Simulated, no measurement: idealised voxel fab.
Proc. module: voxel tone inversion
The figure presents cross-section cut, which has a width of 230 nm and is divided into square cells with an edge length of 5 nm.
Throughout this document, each cross-section is represented as a grid of square cells and is presented as a sequence of bands enumerated from the top downward, where a band comprises one or more rows of cells.
Heights first: top, then bottom, in nm. Then materials, left to right, each with a width in nm. "full width" on a single material: fills the band edge to edge. "air": empty space.
Heights are reckoned from 0. Under this level, the received wafer is all of one material. The bottommost band is open-ended downward, for example "top 0, no bottom".
When a width is written as two numbers, as in "30 to 40", the first number is the width in the top row of cells of the band and the second is the width in its bottom row, and the width changes by the same amount from each row to the next.
"no alteration" for a step: no cell of the cross-section changed in that step.
Reported under the label "Closed void inventory" are the empty spaces having no open way to the top and comprising 8 cells or more; the notation for each is width x height at distance, in which the distance is measured from the left edge and all three values are in nm.
The remark found on a step's line after its settings is issued by the simulator itself and pertains to that step.
Regarding "overlay nm": on a step with a mask, it is the distance the mask lay to the right of its planned place; a negative value places it to the left.
List of planned process steps:
1. RECEIVE [material Si]
2. CONFORMAL_DEP [material SiN] [thk nm 10]
3. DIRECTIONAL_DEP [material polySi] [thk nm 15]
4. PATTERN [tone cover] [mask id POSTS] [material resist] [width nm 20] [pitch nm 35] [thk nm 25] [overlay nm 0]
5. DIRECTIONAL_ETCH [etch materials polySi] [depth nm 15]
6. STRIP [etch materials resist]
7. FILL_DEP [material lowk] [thk nm 5]
8. CMP [height nm 25]
9. STRIP [etch materials polySi]
10. CONFORMAL_DEP [material TiN] [thk nm 5]
11. FILL_DEP [material W] [thk nm 5]
12. CMP [height nm 25]
13. CONFORMAL_DEP [material SiN] [thk nm 5]
Here's what the wafer looked like in cross-section when it arrived - that's after step 1:
> top 0, no bottom  Si full width
> Closed void inventory: none
The cross-section shown corresponds to the wafer at the conclusion of the module. The initial structure and the process plan are those presented above; however, one mistake occurred in executing the plan:
> top 30, bottom 25  SiN full width
> top 25, bottom 15  90 lowk; 5 TiN; 5 W; 5 TiN; 20 lowk; 5 TiN; 5 W; 5 TiN; 90 lowk
> top 15, bottom 10  90 lowk; 15 TiN; 20 lowk; 15 TiN; 90 lowk
> top 10, bottom 0  SiN full width
> top 0, no bottom  Si full width
> Closed void inventory: none
So what did we get wrong on this run? step 4 ran with different settings than intended, the actual operation and settings being PATTERN [tone cover] [mask id POSTS] [material resist] [width nm 15] [pitch nm 35] [thk nm 25] [overlay nm 0]
